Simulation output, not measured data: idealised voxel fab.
The document below concerns the process module designated voxel self aligned contacts.
cross-section cut | 230 nm wide | cells 5 nm
Notation: cross-section as square-cell grid; stated in bands, top first, going down; one or more cell rows per band.
First you get the band's top height and its bottom height, in nm, and then the materials it's made of, left to right, with each width in nm. If you see a single material with "throughout", that one covers the band edge to edge. "blank" is empty space.
The reference from which all heights are counted is 0, the level beneath which the as-received wafer is entirely one material; the lowest band, having no lower bound, proceeds downward and is written after the example "0 down".
The notation "30->40" denotes a width that varies across the rows of cells in the band, beginning at the first number in the top row, finishing at the second number in the bottom row, and changing by an identical amount from each row to the next.
No cell of the cross-section changed in a step that is given as "left unchanged".
What "Sealed void listing" gives you is every empty space of 8 cells or more that is cut off from the top. Each appears as width x height at distance, with the distance taken from the left edge and width, height and distance all in nm.
Note: text after step settings on the step line = simulator remark on that step.
"overlay nm" denotes, for a step that has a mask, the displacement of the mask to the right of its planned place, with negative values corresponding to the left.

Planned step list for the process
1) RECEIVE with material Si
2) OXIDIZE with depth nm 5
3) DIRECTIONAL_DEP with material polySi, thk nm 20
4) DIRECTIONAL_DEP with material SiN, thk nm 25
5) PATTERN with tone cover, mask id GATE, material resist, width nm 35, pitch nm 70, thk nm 15, overlay nm 0
6) DIRECTIONAL_ETCH with etch materials SiN, depth nm 25
7) DIRECTIONAL_ETCH with etch materials polySi, depth nm 20
8) STRIP with etch materials resist
9) CONFORMAL_DEP with material SiN, thk nm 10
10) DIRECTIONAL_ETCH with etch materials SiN, depth nm 10
11) FILL_DEP with material SiO2, thk nm 10
12) CMP with height nm 50
13) DIRECTIONAL_DEP with material aC, thk nm 15
14) PATTERN with tone open, mask id CONTACT, material resist, width nm 55, pitch nm 70, thk nm 35, overlay nm 0
15) DIRECTIONAL_ETCH with etch materials aC, depth nm 15
16) STRIP with etch materials resist
17) DIRECTIONAL_ETCH with etch materials SiO2, depth nm 55
18) STRIP with etch materials aC
19) CONFORMAL_DEP with material TiN, thk nm 5
20) FILL_DEP with material W, thk nm 5
21) CMP with height nm 50
22) CONFORMAL_DEP with material SiN, thk nm 5
It is noted that the wafers described herein are identical at the outset and are distinguished by the thk nm of step 22; the value stated in the plan corresponds to the first wafer.

This is how the first of several wafers looked in cross-section when it arrived, which is after step 1
> 0 down: Si throughout
> Sealed void listing: none

First of several wafers, sectioned at end of module (last step: step 22)
> 55 to 50: SiN throughout
> 50 to 45: SiO2 50; TiN 25; W 5; TiN 25; SiO2 15; TiN 25; W 5; TiN 25; SiO2 55
> 45 to 20: SiO2 15; SiN 55; TiN 5; W 5; TiN 5; SiN 55; TiN 5; W 5; TiN 5; SiN 55; SiO2 20
> 20 to 0: SiO2 15; SiN 10; polySi 35; SiN 10; TiN 5; W 5; TiN 5; SiN 10; polySi 35; SiN 10; TiN 5; W 5; TiN 5; SiN 10; polySi 35; SiN 10; SiO2 20
> 0 to -5: SiO2 70; TiN 15; SiO2 55; TiN 15; SiO2 75
> -5 down: Si throughout
> Sealed void listing: none

A cross-section through the last wafer at the close of the module
> 70 to 50: SiN throughout
> 50 to 45: SiO2 50; TiN 25; W 5; TiN 25; SiO2 15; TiN 25; W 5; TiN 25; SiO2 55
> 45 to 20: SiO2 15; SiN 55; TiN 5; W 5; TiN 5; SiN 55; TiN 5; W 5; TiN 5; SiN 55; SiO2 20
> 20 to 0: SiO2 15; SiN 10; polySi 35; SiN 10; TiN 5; W 5; TiN 5; SiN 10; polySi 35; SiN 10; TiN 5; W 5; TiN 5; SiN 10; polySi 35; SiN 10; SiO2 20
> 0 to -5: SiO2 70; TiN 15; SiO2 55; TiN 15; SiO2 75
> -5 down: Si throughout
> Sealed void listing: none

Gained (+) or lost (-) cells of each material since receipt, then closed voids: one row per wafer, at the end of the module
thk nm 5; -46 Si; +259 SiN; +127 SiO2; +62 TiN; +20 W; +84 polySi; Sealed void listing: none
thk nm 10; -46 Si; +305 SiN; +127 SiO2; +62 TiN; +20 W; +84 polySi; Sealed void listing: none
thk nm 15; -46 Si; +351 SiN; +127 SiO2; +62 TiN; +20 W; +84 polySi; Sealed void listing: none
thk nm 20; -46 Si; +397 SiN; +127 SiO2; +62 TiN; +20 W; +84 polySi; Sealed void listing: none
